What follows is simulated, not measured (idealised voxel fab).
The name of this process module is voxel released beams.
The figure presents cross-section cut, which has a width of 155 nm and is divided into square cells with an edge length of 5 nm.
Bands, listed from the top down, are how a cross-section gets written in this document; the cross-section itself is a grid of square cells, and a band is one or more rows of them.
This entry defines a band. It first specifies the height of the band's top and the height of its bottom in nm, and then specifies the band's materials from left to right, stating each material with its width in nm. The word "throughout" identifies a single material that fills the band from edge to edge, while the word "empty" identifies empty space.
Beneath 0, the wafer as received is one material, and that level is where height counting begins. The lowest band goes on downward without a bottom; it is written like "0 down".
Width spec "30->40" -> top row of cells at first value, bottom row at second value, equal per-row change in between.
A step reported as "remained the same" is a step in which no cell of the cross-section changed.
Listed in "Entrapped void list": every empty space of 8 or more cells without an open way to the top. Form: width x height at distance, the distance being from the left edge, all in nm.
Where a step's line continues beyond its settings, the continuation is a remark by the simulator itself on that step.
The setting "overlay nm" may be written on the line of a step. When the step uses a mask, the value reports how far to the right of the planned place the mask lay, and a negative value reports that it lay to the left.
# So here's the lineup of process steps we planned
1 RECEIVE (material Si)
2 CONFORMAL_DEP (material Al2O3; thk nm 10)
3 DIRECTIONAL_DEP (material SiO2; thk nm 10)
4 DIRECTIONAL_DEP (material aC; thk nm 15)
5 PATTERN (tone open; mask id ANCHOR; material resist; width nm 40; thk nm 35; overlay nm 0)
6 DIRECTIONAL_ETCH (etch materials aC; depth nm 15)
7 STRIP (etch materials resist)
8 DIRECTIONAL_ETCH (etch materials SiO2; depth nm 10)
9 STRIP (etch materials aC)
10 CONFORMAL_DEP (material SiN; thk nm 15)
11 MASKED_ETCH (tone cover; mask id BEAM; width nm 90; etch materials SiN; depth nm 15; overlay nm 0)
12 STRIP (etch materials SiO2)
# Delivered wafer in cross-section: state after step 1
	0 down | Si throughout
	Entrapped void list: none
# Wafer cross-section at end of module: start and plan as shown above, one execution error
	35 to 25 | empty (30) | SiN (25) | empty (10) | SiN (55) | empty (35)
	25 to 20 | empty (30) | SiN (90) | empty (35)
	20 to 10 | empty (40) | SiN (40) | empty (75)
	10 to 0 | Al2O3 throughout
	0 down | Si throughout
	Entrapped void list: none
Misprocessing identified: for step 5, the planned setting was not used; the step was instead run as PATTERN (tone open; mask id ANCHOR; material resist; width nm 40; thk nm 35; overlay nm 5)
